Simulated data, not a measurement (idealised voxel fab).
process module | voxel ribs on slabs
cross-section cut | 240 nm wide | cells 5 nm
A cross-section is a grid of square cells, given in bands from the top down. A band is one or more rows of cells.
Each band's line starts with the height of the band's top and of its bottom, in nm. Then come its materials from left to right, each with its width in nm. One material with "throughout" fills the band from edge to edge. "air" is empty space.
Height 0 is the level under which the wafer as received is all one material. The lowest band goes on downwards, as in "0 down".
A width such as "30 to 40" changes by the same amount from each row of cells to the next, from the band's top row to its bottom row.
"no change" after a step means that no cell of the cross-section changed.
closed voids: empty space of 8 cells or more with no open way to the top, each as width x height at its distance from the left edge, in nm
after a step's settings: what the simulator itself notes on the step
overlay nm, on a step with a mask: how far to the right of its planned place the mask lay; to the left if negative
plan
1 op RECEIVE | material Si
2 op DIRECTIONAL_DEP | material SiO2 | thk nm 20
3 op DIRECTIONAL_DEP | material SiN | thk nm 20
4 op MASKED_ETCH | tone cover | mask id RIB | width nm 20 | etch materials SiN | depth nm 5 | overlay nm 0
5 op DIRECTIONAL_DEP | material aC | thk nm 10
6 op PATTERN | tone cover | mask id SLAB | material resist | width nm 60 | thk nm 25 | overlay nm 0
7 op DIRECTIONAL_ETCH | etch materials aC | depth nm 10
8 op STRIP | etch materials resist
9 op DIRECTIONAL_ETCH | etch materials SiN | depth nm 15
10 op STRIP | etch materials aC
11 op FILL_DEP | material SiO2 | thk nm 25
12 op CMP | height nm 55
13 op DIRECTIONAL_DEP | material W | thk nm 5
14 op DIRECTIONAL_DEP | material aC | thk nm 15
15 op PATTERN | tone cover | mask id HEATER | material resist | width nm 30 | thk nm 30 | overlay nm 0
16 op DIRECTIONAL_ETCH | etch materials aC | depth nm 15
17 op STRIP | etch materials resist
18 op DIRECTIONAL_ETCH | etch materials W | depth nm 5
19 op STRIP | etch materials aC
20 op CONFORMAL_DEP | material SiO2 | thk nm 5
first wafer, as planned
as received, after step 1
  0 down: Si throughout
  closed voids: none
after step 2
  20 to 0: SiO2 throughout
  below 0: unchanged
after step 3
  40 to 20: SiN throughout
  below 20: unchanged
after step 4
  40 to 35: air 110 | SiN 20 | air 110
  below 35: unchanged
after step 5
  50 to 45: air 110 | aC 20 | air 110
  45 to 40: aC throughout
  40 to 35: aC 110 | SiN 20 | aC 110
  below 35: unchanged
after step 6
  75 to 50: air 90 | resist 60 | air 90
  50 to 45: air 90 | resist 20 | aC 20 | resist 20 | air 90
  below 45: unchanged
after step 7
  65 to 50: air 90 | resist 60 | air 90
  50 to 45: air 90 | resist 20 | aC 20 | resist 20 | air 90
  45 to 40: air 90 | aC 60 | air 90
  40 to 35: air 90 | aC 20 | SiN 20 | aC 20 | air 90
  below 35: unchanged
after step 8
  50 to 40: air 110 to 90 | aC 20 to 60 | air 110 to 90
  below 40: unchanged
after step 9
  50 to 40: air 110 to 90 | aC 20 to 60 | air 110 to 90
  40 to 35: air 90 | aC 20 | SiN 20 | aC 20 | air 90
  35 to 20: air 90 | SiN 60 | air 90
  below 20: unchanged
after step 10
  40 to 35: air 110 | SiN 20 | air 110
  below 35: unchanged
after step 11
  65 to 40: SiO2 throughout
  40 to 35: SiO2 110 | SiN 20 | SiO2 110
  35 to 20: SiO2 90 | SiN 60 | SiO2 90
  below 20: unchanged
after step 12
  55 to 40: SiO2 throughout
  below 40: unchanged
after step 13
  60 to 55: W throughout
  below 55: unchanged
after step 14
  75 to 60: aC throughout
  below 60: unchanged
after step 15
  105 to 75: air 105 | resist 30 | air 105
  below 75: unchanged
after step 16
  90 to 75: air 105 | resist 30 | air 105
  75 to 60: air 105 | aC 30 | air 105
  below 60: unchanged
after step 17
  75 to 60: air 105 | aC 30 | air 105
  below 60: unchanged
after step 18
  75 to 60: air 105 | aC 30 | air 105
  60 to 55: air 105 | W 30 | air 105
  below 55: unchanged
after step 19
  60 to 55: air 105 | W 30 | air 105
  below 55: unchanged
after step 20
  65 to 60: air 100 | SiO2 40 | air 100
  60 to 55: SiO2 105 | W 30 | SiO2 105
  below 55: unchanged
second wafer: like start, like plan, one mistake. Through step 19 it matches the first wafer
when step 20 should have ended: no change
what went wrong: step 20 was left out
at the end the second wafer has, in cells: 50 fewer of SiO2
